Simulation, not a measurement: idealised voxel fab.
process module | voxel transistor to metal
cross-section cut | 150 nm wide | cells 5 nm
A cross-section is a grid of square cells, given in bands from the top down. A band is one or more rows of cells.
Each band's line starts with the height of the band's top and of its bottom, in nm. Then come its materials from left to right, each with its width in nm. One material with "throughout" fills the band from edge to edge. "air" is empty space.
Height 0 is the level under which the wafer as received is all one material. The lowest band goes on downwards, as in "0 down".
A width such as "30 to 40" changes by the same amount from each row of cells to the next, from the band's top row to its bottom row.
"no change" after a step means that no cell of the cross-section changed.
closed voids: empty space of 8 cells or more with no open way to the top, each as width x height at its distance from the left edge, in nm
after a step's settings: what the simulator itself notes on the step
overlay nm, on a step with a mask: how far to the right of its planned place the mask lay; to the left if negative
plan
1 op RECEIVE | material Si
2 op CONFORMAL_DEP | material SiO2 | thk nm 5
3 op CONFORMAL_DEP | material SiN | thk nm 15
4 op MASKED_ETCH | tone cover | mask id ACTIVE | width nm 105 | etch materials SiN | depth nm 15 | overlay nm 0
5 op MASKED_ETCH | tone cover | mask id ACTIVE | width nm 105 | etch materials SiO2 | depth nm 5 | overlay nm 0
6 op MASKED_ETCH | tone cover | mask id ACTIVE | width nm 105 | etch materials Si | depth nm 30 | overlay nm 0
7 op FILL_DEP | material SiO2 | thk nm 10
8 op CMP | height nm 20
9 op SELECTIVE_ETCH | etch materials SiO2 | depth nm 10
10 op STRIP | etch materials SiN
11 op SELECTIVE_ETCH | etch materials SiO2 | depth nm 5
12 op OXIDIZE | depth nm 5
13 op DIRECTIONAL_DEP | material polySi | thk nm 20
14 op DIRECTIONAL_DEP | material SiCN | thk nm 10
15 op MASKED_ETCH | tone cover | mask id GATE | width nm 15 | etch materials SiCN | depth nm 20 | overlay nm 0
16 op MASKED_ETCH | tone cover | mask id GATE | width nm 25 | etch materials polySi | depth nm 30 | overlay nm 0
17 op CONFORMAL_DEP | material SiN | thk nm 5
18 op DIRECTIONAL_ETCH | etch materials SiN | depth nm 5
19 op DIRECTIONAL_ETCH | etch materials SiO2 | depth nm 5
20 op EPI | material nSi | thk nm 5
21 op FILL_DEP | material SiO2 | thk nm 10
22 op CMP | height nm 30
23 op DIRECTIONAL_DEP | material SiO2 | thk nm 10
24 op MASKED_ETCH | tone open | mask id CONTACT | width nm 15 | pitch nm 80 | etch materials SiO2 | depth nm 40 | overlay nm 0
25 op CONFORMAL_DEP | material TiN | thk nm 5
26 op FILL_DEP | material W | thk nm 10
27 op CMP | height nm 40
28 op CONFORMAL_DEP | material SiCN | thk nm 5
29 op DIRECTIONAL_DEP | material SiO2 | thk nm 15
30 op MASKED_ETCH | tone open | mask id METAL_1 | width nm 15 | pitch nm 80 | etch materials SiO2 | depth nm 15 | overlay nm 0
31 op MASKED_ETCH | tone open | mask id METAL_1 | width nm 15 | pitch nm 80 | etch materials SiCN | depth nm 5 | overlay nm 0
32 op CONFORMAL_DEP | material TiN | thk nm 5
33 op FILL_DEP | material Cu | thk nm 10
34 op CMP | height nm 60
35 op CONFORMAL_DEP | material SiCN | thk nm 5
36 op DIRECTIONAL_DEP | material SiO2 | thk nm 25
37 op MASKED_ETCH | tone open | mask id METAL_2 | width nm 15 | pitch nm 80 | etch materials SiO2 | depth nm 15 | overlay nm 0
38 op MASKED_ETCH | tone open | mask id METAL_2_HOLES | width nm 15 | pitch nm 80 | etch materials SiO2 | depth nm 10 | overlay nm 0
39 op MASKED_ETCH | tone open | mask id METAL_2_HOLES | width nm 15 | pitch nm 80 | etch materials SiCN | depth nm 5 | overlay nm 0
40 op CONFORMAL_DEP | material TiN | thk nm 5
41 op FILL_DEP | material Ru | thk nm 10
42 op CMP | height nm 90
43 op CONFORMAL_DEP | material SiN | thk nm 5
varied across the wafers: width nm of step 15. The plan shows the first wafer's value. All wafers start alike
first wafer as received, after step 1
  0 down: Si throughout
  closed voids: none
first wafer at the end, after step 43
  95 to 90: SiN throughout
  90 to 65: SiO2 25 | TiN 5 | Ru 5 | TiN 5 | SiO2 65 | TiN 5 | Ru 5 | TiN 5 | SiO2 30
  65 to 60: SiCN 25 | TiN 15 | SiCN 65 | TiN 15 | SiCN 30
  60 to 45: SiO2 25 | TiN 5 | Cu 5 | TiN 5 | SiO2 65 | TiN 5 | Cu 5 | TiN 5 | SiO2 30
  45 to 40: SiCN 25 | TiN 15 | SiCN 65 | TiN 15 | SiCN 30
  40 to 30: SiO2 25 | TiN 5 | W 5 | TiN 5 | SiO2 65 | TiN 5 | W 5 | TiN 5 | SiO2 30
  30 to 20: SiO2 25 | TiN 5 | W 5 | TiN 5 | SiO2 20 | SiN 5 | SiCN 15 | SiN 5 | SiO2 20 | TiN 5 | W 5 | TiN 5 | SiO2 30
  20 to 5: SiO2 25 | TiN 5 | W 5 | TiN 5 | SiO2 15 | SiN 5 | polySi 25 | SiN 5 | SiO2 15 | TiN 5 | W 5 | TiN 5 | SiO2 30
  5 to 0: SiO2 15 | SiN 5 | SiO2 5 | TiN 15 | SiO2 15 | SiN 5 | polySi 25 | SiN 5 | SiO2 15 | TiN 15 | SiO2 5 | SiN 5 | SiO2 20
  0 to -5: SiO2 20 | nSi 35 | SiO2 35 | nSi 35 | SiO2 25
  -5 to -30: SiO2 20 | Si 105 | SiO2 25
  -30 down: Si throughout
  closed voids: none
last wafer at the end
  95 to 90: SiN throughout
  90 to 65: SiO2 25 | TiN 5 | Ru 5 | TiN 5 | SiO2 65 | TiN 5 | Ru 5 | TiN 5 | SiO2 30
  65 to 60: SiCN 25 | TiN 15 | SiCN 65 | TiN 15 | SiCN 30
  60 to 45: SiO2 25 | TiN 5 | Cu 5 | TiN 5 | SiO2 65 | TiN 5 | Cu 5 | TiN 5 | SiO2 30
  45 to 40: SiCN 25 | TiN 15 | SiCN 65 | TiN 15 | SiCN 30
  40 to 30: SiO2 25 | TiN 5 | W 5 | TiN 5 | SiO2 65 | TiN 5 | W 5 | TiN 5 | SiO2 30
  30 to 20: SiO2 25 | TiN 5 | W 5 | TiN 5 | SiO2 10 | SiN 5 | SiCN 40 | SiN 5 | SiO2 5 | TiN 5 | W 5 | TiN 5 | SiO2 30
  20 to 5: SiO2 25 | TiN 5 | W 5 | TiN 5 | SiO2 10 | SiN 5 | polySi 40 | SiN 5 | SiO2 5 | TiN 5 | W 5 | TiN 5 | SiO2 30
  5 to 0: SiO2 15 | SiN 5 | SiO2 5 | TiN 15 | SiO2 10 | SiN 5 | polySi 40 | SiN 5 | SiO2 5 | TiN 15 | SiO2 5 | SiN 5 | SiO2 20
  0 to -5: SiO2 20 | nSi 30 | SiO2 50 | nSi 25 | SiO2 25
  -5 to -30: SiO2 20 | Si 105 | SiO2 25
  -30 down: Si throughout
  closed voids: none
each wafer at the end: cells of each material gained (+) or lost (-) since it was received, then its closed voids
width nm 15 | +6 Cu | +10 Ru | -75 Si | +54 SiCN | +44 SiN | +405 SiO2 | +78 TiN | +14 W | +14 nSi | +20 polySi | closed voids: none
width nm 20 | +6 Cu | +10 Ru | -75 Si | +56 SiCN | +44 SiN | +403 SiO2 | +78 TiN | +14 W | +14 nSi | +20 polySi | closed voids: none
width nm 25 | +6 Cu | +10 Ru | -75 Si | +58 SiCN | +44 SiN | +401 SiO2 | +78 TiN | +14 W | +14 nSi | +20 polySi | closed voids: none
width nm 30 | +6 Cu | +10 Ru | -75 Si | +60 SiCN | +44 SiN | +396 SiO2 | +78 TiN | +14 W | +13 nSi | +24 polySi | closed voids: none
width nm 35 | +6 Cu | +10 Ru | -75 Si | +62 SiCN | +44 SiN | +391 SiO2 | +78 TiN | +14 W | +12 nSi | +28 polySi | closed voids: none
width nm 40 | +6 Cu | +10 Ru | -75 Si | +64 SiCN | +44 SiN | +386 SiO2 | +78 TiN | +14 W | +11 nSi | +32 polySi | closed voids: none
